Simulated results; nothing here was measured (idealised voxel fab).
process module | voxel plated lines
cross-section cut | 300 nm wide | cells 5 nm
A cross-section is a grid of square cells, given in bands from the top down. A band is one or more rows of cells.
Each band's line starts with the height of the band's top and of its bottom, in nm. Then come its materials from left to right, each with its width in nm. One material with "throughout" fills the band from edge to edge. "air" is empty space.
Height 0 is the level under which the wafer as received is all one material. The lowest band goes on downwards, as in "0 down".
A width such as "30 to 40" changes by the same amount from each row of cells to the next, from the band's top row to its bottom row.
"no change" after a step means that no cell of the cross-section changed.
closed voids: empty space of 8 cells or more with no open way to the top, each as width x height at its distance from the left edge, in nm
after a step's settings: what the simulator itself notes on the step
overlay nm, on a step with a mask: how far to the right of its planned place the mask lay; to the left if negative
plan
1 op RECEIVE | material Si
2 op CONFORMAL_DEP | material Al2O3 | thk nm 10
3 op DIRECTIONAL_DEP | material TiN | thk nm 5
4 op PATTERN | tone open | mask id LINES | material resist | width nm 15 | pitch nm 45 | thk nm 35 | overlay nm 0
5 op EPI | material Ru | thk nm 10
6 op EPI | material Ru | thk nm 10
7 op EPI | material Ru | thk nm 10
8 op STRIP | etch materials resist
9 op DIRECTIONAL_ETCH | etch materials TiN | depth nm 5
10 op CONFORMAL_DEP | material SiN | thk nm 5
varied across the wafers: width nm of step 4. The plan shows the first wafer's value. All wafers start alike
first wafer as received, after step 1
  0 down: Si throughout
  closed voids: none
first wafer at the end, after step 10
  50 to 45: air 90 | SiN 25 | air 20 | SiN 25 | air 20 | SiN 25 | air 95
  45 to 15: air 90 | SiN 5 | Ru 15 | SiN 5 | air 20 | SiN 5 | Ru 15 | SiN 5 | air 20 | SiN 5 | Ru 15 | SiN 5 | air 95
  15 to 10: SiN 95 | TiN 15 | SiN 30 | TiN 15 | SiN 30 | TiN 15 | SiN 100
  10 to 0: Al2O3 throughout
  0 down: Si throughout
  closed voids: none
last wafer at the end
  50 to 45: air 85 | SiN 40 | air 5 | SiN 40 | air 5 | SiN 40 | air 85
  45 to 15: air 85 | SiN 5 | Ru 30 | SiN 5 | air 5 | SiN 5 | Ru 30 | SiN 5 | air 5 | SiN 5 | Ru 30 | SiN 5 | air 85
  15 to 10: SiN 90 | TiN 30 | SiN 15 | TiN 30 | SiN 15 | TiN 30 | SiN 90
  10 to 0: Al2O3 throughout
  0 down: Si throughout
  closed voids: none
each wafer at the end: cells of each material gained (+) or lost (-) since it was received, then its closed voids
width nm 15 | +120 Al2O3 | +54 Ru | +102 SiN | +9 TiN | closed voids: none
width nm 20 | +120 Al2O3 | +72 Ru | +102 SiN | +12 TiN | closed voids: none
width nm 25 | +120 Al2O3 | +90 Ru | +102 SiN | +15 TiN | closed voids: none
width nm 30 | +120 Al2O3 | +108 Ru | +102 SiN | +18 TiN | closed voids: none
